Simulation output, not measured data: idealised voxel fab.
Process module in this document: voxel double patterning
We display cut, a cross-section 285 nm in width whose square cells are each 5 nm.
We lay out every cross-section as a grid of square cells and spell it out in bands from the top down, where one band means one or more rows of cells.
Top height, bottom height, nm. Materials left to right, width each, nm. Single material + "throughout" = fills band edge to edge. "air" = empty.
Heights are reckoned from 0. Under this level, the received wafer is all of one material. The bottommost band is open-ended downward, for example "z 0 and below".
When a width is written as two numbers, as in "30..40", the first number is the width in the top row of cells of the band and the second is the width in its bottom row, and the width changes by the same amount from each row to the next.
It should be understood that the words "remains unaltered", when stated for a given step, signify that the cross-section underwent no change in any of its cells during that step.
Look at "Voids lacking openings" for the closed voids: empty spaces with no open path to the top, sized 8 cells or up. Each is width x height at distance, distance from the left edge, all nm.
What comes after the settings on a step's line is commentary from the simulator itself on that step.
Regarding "overlay nm": on a step with a mask, it is the distance the mask lay to the right of its planned place; a negative value places it to the left.

These are the steps we planned for the process:
| 1 | RECEIVE, material Si |
| 2 | CONFORMAL_DEP, material SiO2, thk nm 5 |
| 3 | DIRECTIONAL_DEP, material polySi, thk nm 20 |
| 4 | DIRECTIONAL_DEP, material SiCN, thk nm 5 |
| 5 | MASKED_ETCH, tone open, mask id FIRST, width nm 15, pitch nm 50, etch materials SiCN, depth nm 5, overlay nm 0 |
| 6 | MASKED_ETCH, tone open, mask id SECOND, width nm 15, etch materials SiCN, depth nm 5, overlay nm 0 |
| 7 | DIRECTIONAL_ETCH, etch materials polySi, depth nm 20 |
| 8 | STRIP, etch materials SiCN |

Incoming wafer, cross-sectional view, post step 1:
    z 0 and below | Si throughout
    Voids lacking openings: none

End-of-module XS, first of two wafers, run as planned:
    z 25 to 5 | 110 nm polySi | 15 nm air | 10 nm polySi | 15 nm air | 10 nm polySi | 15 nm air | 110 nm polySi
    z 5 to 0 | SiO2 throughout
    z 0 and below | Si throughout
    Voids lacking openings: none

What the second wafer looks like in cross-section once the module is done. Its start and its plan matched the first wafer's exactly; what differed was one mistake in how it was run:
    z 25 to 5 | 110 nm polySi | 15 nm air | 5 nm polySi | 15 nm air | 15 nm polySi | 15 nm air | 110 nm polySi
    z 5 to 0 | SiO2 throughout
    z 0 and below | Si throughout
    Voids lacking openings: none
What went wrong in running the wafer? for step 6, the planned setting was not used; the step was instead run as MASKED_ETCH, tone open, mask id SECOND, width nm 15, etch materials SiCN, depth nm 5, overlay nm -5
If you tally the cells, the second wafer ends up with the same amount of every material as the first; it's all just sitting in different places.
